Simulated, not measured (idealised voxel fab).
A process module follows: voxel ribs on slabs.
The cross-section on display is named cut; it measures 290 nm wide, and its cells are 5 nm squares.
Cross-sections here: square-cell grids, written as top-down lists of bands, a band being one or more rows of cells.
Each band's line starts with the height of the band's top and of its bottom, in nm. Then come its materials from left to right, each with its width in nm. One material with "all across" fills the band from edge to edge. "empty" is empty space.
Height 0 is the level under which the wafer as received is all one material. The lowest band goes on downwards, as in "0 -> down".
So if you see something like "30->40" for the width, read it as the top row of the band sitting at the first number and the bottom row at the second, with every row in between moving by the same amount as the last.
For the purposes of this document, the phrase "no modifications" attached to a step denotes that no cell within the cross-section was modified by that step.
Look at "Closed empty spaces" for the closed voids: empty spaces with no open path to the top, sized 8 cells or up. Each is width x height at distance, distance from the left edge, all nm.
after a step's settings: what the simulator itself notes on the step
What "overlay nm" on a step's line means: if the step has a mask, that mask lay this far to the right of its planned place, or, when the value is negative, to the left.

### The steps planned for the process are as follows
1,RECEIVE with material Si
2,DIRECTIONAL_DEP with material SiO2, thk nm 20
3,DIRECTIONAL_DEP with material polySi, thk nm 25
4,DIRECTIONAL_DEP with material aC, thk nm 10
5,PATTERN with tone cover, mask id RIB, material resist, width nm 20, thk nm 25, overlay nm 0
6,DIRECTIONAL_ETCH with etch materials aC, depth nm 10
7,STRIP with etch materials resist
8,DIRECTIONAL_ETCH with etch materials polySi, depth nm 5
9,STRIP with etch materials aC
10,PATTERN with tone cover, mask id SLAB, material resist, width nm 70, thk nm 15, overlay nm 0
11,DIRECTIONAL_ETCH with etch materials polySi, depth nm 20
12,STRIP with etch materials resist
13,FILL_DEP with material SiO2, thk nm 30
14,CMP with height nm 65
15,DIRECTIONAL_DEP with material W, thk nm 5
16,MASKED_ETCH with tone cover, mask id HEATER, width nm 30, etch materials W, depth nm 5, overlay nm 0
17,CONFORMAL_DEP with material SiO2, thk nm 5

### The first of a set of two wafers, run to plan

### This is the cross-section of the wafer as we received it, i.e. after step 1
  0 -> down  Si all across
  Closed empty spaces: none

### The wafer in cross-section once step 2 is complete
  20 -> 0  SiO2 all across
  Everything below 0 is unchanged.

### The wafer in cross-section once step 3 is complete
  45 -> 20  polySi all across
  Everything below 20 is unchanged.

### The wafer in cross-section once step 4 is complete
  55 -> 45  aC all across
  Everything below 45 is unchanged.

### The wafer in cross-section once step 5 is complete
  80 -> 55  135 nm empty, 20 nm resist, 135 nm empty
  Everything below 55 is unchanged.

### The wafer in cross-section once step 6 is complete
  70 -> 55  135 nm empty, 20 nm resist, 135 nm empty
  55 -> 45  135 nm empty, 20 nm aC, 135 nm empty
  Everything below 45 is unchanged.

### The wafer in cross-section once step 7 is complete
  55 -> 45  135 nm empty, 20 nm aC, 135 nm empty
  Everything below 45 is unchanged.

### The wafer in cross-section once step 8 is complete
  55 -> 45  135 nm empty, 20 nm aC, 135 nm empty
  45 -> 40  135 nm empty, 20 nm polySi, 135 nm empty
  Everything below 40 is unchanged.

### The wafer in cross-section once step 9 is complete
  45 -> 40  135 nm empty, 20 nm polySi, 135 nm empty
  Everything below 40 is unchanged.

### The wafer in cross-section once step 10 is complete
  60 -> 45  110 nm empty, 70 nm resist, 110 nm empty
  45 -> 40  110 nm empty, 25 nm resist, 20 nm polySi, 25 nm resist, 110 nm empty
  Everything below 40 is unchanged.

### The wafer in cross-section once step 11 is complete
  60 -> 45  110 nm empty, 70 nm resist, 110 nm empty
  45 -> 40  110 nm empty, 25 nm resist, 20 nm polySi, 25 nm resist, 110 nm empty
  40 -> 20  110 nm empty, 70 nm polySi, 110 nm empty
  Everything below 20 is unchanged.

### The wafer in cross-section once step 12 is complete
  45 -> 40  135 nm empty, 20 nm polySi, 135 nm empty
  Everything below 40 is unchanged.

### The wafer in cross-section once step 13 is complete
  75 -> 45  SiO2 all across
  45 -> 40  135 nm SiO2, 20 nm polySi, 135 nm SiO2
  40 -> 20  110 nm SiO2, 70 nm polySi, 110 nm SiO2
  Everything below 20 is unchanged.

### The wafer in cross-section once step 14 is complete
  65 -> 45  SiO2 all across
  Everything below 45 is unchanged.

### The wafer in cross-section once step 15 is complete
  70 -> 65  W all across
  Everything below 65 is unchanged.

### The wafer in cross-section once step 16 is complete
  70 -> 65  130 nm empty, 30 nm W, 130 nm empty
  Everything below 65 is unchanged.

### The wafer in cross-section once step 17 is complete
  75 -> 70  125 nm empty, 40 nm SiO2, 125 nm empty
  70 -> 65  130 nm SiO2, 30 nm W, 130 nm SiO2
  Everything below 65 is unchanged.

### The remaining wafer, second of the two, started like the first and was run to the same plan, except that one mistake was made along the way; the two coincide through step 15, inclusive

### Second wafer, sectioned view, at step 16's planned end time
  70 -> 65  130 nm W, 30 nm empty, 130 nm W
  Everything below 65 is unchanged.

### Second wafer, sectioned view, at step 17's planned end time
  75 -> 70  135 nm SiO2, 20 nm empty, 135 nm SiO2
  70 -> 65  130 nm W, 30 nm SiO2, 130 nm W
  Everything below 65 is unchanged.
Processing error: step 16 did not happen as planned, as run it was MASKED_ETCH with tone open, mask id HEATER, width nm 30, etch materials W, depth nm 5, overlay nm 0
The closing comparison, in cells, has the second wafer with more or fewer of some materials than the first: +46 W
